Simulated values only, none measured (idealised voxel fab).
process module | voxel fin reveal
cross-section cut | 180 nm wide | cells 5 nm
A cross-section is a grid of square cells, given in bands from the top down. A band is one or more rows of cells.
Each band's line starts with the height of the band's top and of its bottom, in nm. Then come its materials from left to right, each with its width in nm. One material with "throughout" fills the band from edge to edge. "air" is empty space.
Height 0 is the level under which the wafer as received is all one material. The lowest band goes on downwards, as in "0 down".
A width such as "30 to 40" changes by the same amount from each row of cells to the next, from the band's top row to its bottom row.
"no change" after a step means that no cell of the cross-section changed.
closed voids: empty space of 8 cells or more with no open way to the top, each as width x height at its distance from the left edge, in nm
after a step's settings: what the simulator itself notes on the step
overlay nm, on a step with a mask: how far to the right of its planned place the mask lay; to the left if negative
plan
1 op RECEIVE | material Si
2 op CONFORMAL_DEP | material SiN | thk nm 10
3 op DIRECTIONAL_DEP | material aC | thk nm 10
4 op PATTERN | tone cover | mask id FINS | material resist | width nm 15 | pitch nm 35 | thk nm 30 | overlay nm 0
5 op DIRECTIONAL_ETCH | etch materials aC | depth nm 10
6 op STRIP | etch materials resist
7 op DIRECTIONAL_ETCH | etch materials SiN | depth nm 10
8 op DIRECTIONAL_ETCH | etch materials Si | depth nm 40
9 op STRIP | etch materials aC
10 op FILL_DEP | material SiO2 | thk nm 5
11 op CMP | height nm 10
12 op SELECTIVE_ETCH | etch materials SiO2 | depth nm 25
13 op STRIP | etch materials SiN
14 op CONFORMAL_DEP | material SiO2 | thk nm 5
first wafer, as planned
as received, after step 1
  0 down: Si throughout
  closed voids: none
after step 2
  10 to 0: SiN throughout
  below 0: unchanged
after step 3
  20 to 10: aC throughout
  below 10: unchanged
after step 4
  50 to 20: air 45 | resist 15 | air 20 | resist 15 | air 20 | resist 15 | air 50
  below 20: unchanged
after step 5
  40 to 20: air 45 | resist 15 | air 20 | resist 15 | air 20 | resist 15 | air 50
  20 to 10: air 45 | aC 15 | air 20 | aC 15 | air 20 | aC 15 | air 50
  below 10: unchanged
after step 6
  20 to 10: air 45 | aC 15 | air 20 | aC 15 | air 20 | aC 15 | air 50
  below 10: unchanged
after step 7
  20 to 10: air 45 | aC 15 | air 20 | aC 15 | air 20 | aC 15 | air 50
  10 to 0: air 45 | SiN 15 | air 20 | SiN 15 | air 20 | SiN 15 | air 50
  below 0: unchanged
after step 8
  20 to 10: air 45 | aC 15 | air 20 | aC 15 | air 20 | aC 15 | air 50
  10 to 0: air 45 | SiN 15 | air 20 | SiN 15 | air 20 | SiN 15 | air 50
  0 to -40: air 45 | Si 15 | air 20 | Si 15 | air 20 | Si 15 | air 50
  below -40: unchanged
after step 9
  10 to 0: air 45 | SiN 15 | air 20 | SiN 15 | air 20 | SiN 15 | air 50
  below 0: unchanged
after step 10
  15 to 10: SiO2 throughout
  10 to 0: SiO2 45 | SiN 15 | SiO2 20 | SiN 15 | SiO2 20 | SiN 15 | SiO2 50
  0 to -40: SiO2 45 | Si 15 | SiO2 20 | Si 15 | SiO2 20 | Si 15 | SiO2 50
  below -40: unchanged
after step 11
  10 to 0: SiO2 45 | SiN 15 | SiO2 20 | SiN 15 | SiO2 20 | SiN 15 | SiO2 50
  below 0: unchanged
after step 12
  10 to 0: air 45 | SiN 15 | air 20 | SiN 15 | air 20 | SiN 15 | air 50
  0 to -15: air 45 | Si 15 | air 20 | Si 15 | air 20 | Si 15 | air 50
  below -15: unchanged
after step 13
  0 to -15: air 45 | Si 15 | air 20 | Si 15 | air 20 | Si 15 | air 50
  below -15: unchanged
after step 14
  5 to 0: air 40 | SiO2 25 | air 10 | SiO2 25 | air 10 | SiO2 25 | air 45
  0 to -10: air 40 | SiO2 5 | Si 15 | SiO2 5 | air 10 | SiO2 5 | Si 15 | SiO2 5 | air 10 | SiO2 5 | Si 15 | SiO2 5 | air 45
  -10 to -40: SiO2 45 | Si 15 | SiO2 20 | Si 15 | SiO2 20 | Si 15 | SiO2 50
  below -40: unchanged
second wafer: like start, like plan, one mistake. Through step 13 it matches the first wafer
when step 14 should have ended: no change
what went wrong: step 14 was left out
at the end the second wafer has, in cells: 54 fewer of SiO2
